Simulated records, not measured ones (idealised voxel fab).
process module | voxel self aligned vias
cross-section cut | 205 nm wide | cells 5 nm
A cross-section is a grid of square cells, given in bands from the top down. A band is one or more rows of cells.
Each band's line starts with the height of the band's top and of its bottom, in nm. Then come its materials from left to right, each with its width in nm. One material with "throughout" fills the band from edge to edge. "air" is empty space.
Height 0 is the level under which the wafer as received is all one material. The lowest band goes on downwards, as in "0 down".
A width such as "30 to 40" changes by the same amount from each row of cells to the next, from the band's top row to its bottom row.
"no change" after a step means that no cell of the cross-section changed.
closed voids: empty space of 8 cells or more with no open way to the top, each as width x height at its distance from the left edge, in nm
after a step's settings: what the simulator itself notes on the step
overlay nm, on a step with a mask: how far to the right of its planned place the mask lay; to the left if negative
plan
1 op RECEIVE | material Si
2 op CONFORMAL_DEP | material SiO2 | thk nm 15
3 op CONFORMAL_DEP | material SiCN | thk nm 5
4 op DIRECTIONAL_DEP | material SiO2 | thk nm 25
5 op MASKED_ETCH | tone open | mask id LINES | width nm 20 | pitch nm 70 | etch materials SiO2 | depth nm 25 | overlay nm 0
6 op CONFORMAL_DEP | material TiN | thk nm 5
7 op FILL_DEP | material W | thk nm 10
8 op CMP | height nm 45
9 op SELECTIVE_ETCH | etch materials W Ru TiN | depth nm 5
10 op FILL_DEP | material SiN | thk nm 5
11 op CMP | height nm 45
12 op DIRECTIONAL_DEP | material SiO2 | thk nm 15
13 op PATTERN | tone open | mask id VIAS | material resist | width nm 40 | thk nm 20 | overlay nm -15
14 op DIRECTIONAL_ETCH | etch materials SiO2 | depth nm 15
15 op DIRECTIONAL_ETCH | etch materials SiN | depth nm 5
16 op STRIP | etch materials resist
17 op CONFORMAL_DEP | material TiN | thk nm 5
18 op FILL_DEP | material W | thk nm 5
19 op CMP | height nm 60
20 op CONFORMAL_DEP | material SiN | thk nm 5
varied across the wafers: overlay nm of step 13. The plan shows the first wafer's value. All wafers start alike
first wafer as received, after step 1
  0 down: Si throughout
  closed voids: none
first wafer at the end, after step 20
  65 to 60: SiN throughout
  60 to 50: SiO2 30 | TiN 5 | W 30 | TiN 5 | SiO2 135
  50 to 45: SiO2 30 | TiN 30 | W 5 | TiN 5 | SiO2 135
  45 to 40: SiO2 55 | TiN 15 | SiN 5 | SiO2 50 | SiN 20 | SiO2 60
  40 to 25: SiO2 55 | TiN 5 | W 10 | TiN 5 | SiO2 50 | TiN 5 | W 10 | TiN 5 | SiO2 60
  25 to 20: SiO2 55 | TiN 20 | SiO2 50 | TiN 20 | SiO2 60
  20 to 15: SiCN throughout
  15 to 0: SiO2 throughout
  0 down: Si throughout
  closed voids: none
last wafer at the end
  65 to 60: SiN throughout
  60 to 50: SiO2 60 | TiN 5 | W 30 | TiN 5 | SiO2 105
  50 to 45: SiO2 60 | TiN 5 | W 5 | TiN 30 | SiO2 105
  45 to 40: SiO2 55 | SiN 5 | TiN 15 | SiO2 50 | SiN 20 | SiO2 60
  40 to 25: SiO2 55 | TiN 5 | W 10 | TiN 5 | SiO2 50 | TiN 5 | W 10 | TiN 5 | SiO2 60
  25 to 20: SiO2 55 | TiN 20 | SiO2 50 | TiN 20 | SiO2 60
  20 to 15: SiCN throughout
  15 to 0: SiO2 throughout
  0 down: Si throughout
  closed voids: none
each wafer at the end: cells of each material gained (+) or lost (-) since it was received, then its closed voids
overlay nm -15 | +41 SiCN | +46 SiN | +387 SiO2 | +34 TiN | +25 W | closed voids: none
overlay nm -10 | +41 SiCN | +45 SiN | +387 SiO2 | +34 TiN | +26 W | closed voids: none
overlay nm -5 | +41 SiCN | +45 SiN | +387 SiO2 | +34 TiN | +26 W | closed voids: none
overlay nm 0 | +41 SiCN | +45 SiN | +387 SiO2 | +34 TiN | +26 W | closed voids: none
overlay nm 5 | +41 SiCN | +45 SiN | +387 SiO2 | +34 TiN | +26 W | closed voids: none
overlay nm 10 | +41 SiCN | +45 SiN | +387 SiO2 | +34 TiN | +26 W | closed voids: none
overlay nm 15 | +41 SiCN | +46 SiN | +387 SiO2 | +34 TiN | +25 W | closed voids: none
